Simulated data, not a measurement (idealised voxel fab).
process module | voxel quadruple lines
cross-section cut | 160 nm wide | cells 5 nm
A cross-section is a grid of square cells, given in bands from the top down. A band is one or more rows of cells.
Each band's line starts with the height of the band's top and of its bottom, in nm. Then come its materials from left to right, each with its width in nm. One material with "throughout" fills the band from edge to edge. "air" is empty space.
Height 0 is the level under which the wafer as received is all one material. The lowest band goes on downwards, as in "0 down".
A width such as "30 to 40" changes by the same amount from each row of cells to the next, from the band's top row to its bottom row.
"no change" after a step means that no cell of the cross-section changed.
closed voids: empty space of 8 cells or more with no open way to the top, each as width x height at its distance from the left edge, in nm
after a step's settings: what the simulator itself notes on the step
overlay nm, on a step with a mask: how far to the right of its planned place the mask lay; to the left if negative
plan
1 op RECEIVE | material Si
2 op CONFORMAL_DEP | material Al2O3 | thk nm 10
3 op DIRECTIONAL_DEP | material Ru | thk nm 10
4 op DIRECTIONAL_DEP | material polySi | thk nm 20
5 op DIRECTIONAL_DEP | material aC | thk nm 25
6 op PATTERN | tone cover | mask id MANDREL | material resist | width nm 30 | thk nm 30 | overlay nm 0
7 op DIRECTIONAL_ETCH | etch materials aC | depth nm 25
8 op STRIP | etch materials resist
9 op CONFORMAL_DEP | material SiO2 | thk nm 10
10 op DIRECTIONAL_ETCH | etch materials SiO2 | depth nm 10
11 op STRIP | etch materials aC
12 op DIRECTIONAL_ETCH | etch materials polySi | depth nm 20
13 op STRIP | etch materials SiO2
14 op CONFORMAL_DEP | material SiCN | thk nm 10
15 op DIRECTIONAL_ETCH | etch materials SiCN | depth nm 10
16 op STRIP | etch materials polySi
17 op DIRECTIONAL_ETCH | etch materials Ru | depth nm 10
18 op STRIP | etch materials SiCN
19 op FILL_DEP | material lowk | thk nm 5
20 op CMP | height nm 20
as received, after step 1
  0 down: Si throughout
  closed voids: none
a wafer at the end: this start, this plan, one mistake
  20 to 10: lowk 50 | Ru 10 | lowk 10 | Ru 10 | lowk 5 | Ru 10 | lowk 10 | Ru 10 | lowk 45
  10 to 0: Al2O3 throughout
  0 down: Si throughout
  closed voids: none
what went wrong: step 6 ran as: op PATTERN | tone cover | mask id MANDREL | material resist | width nm 25 | thk nm 30 | overlay nm 0
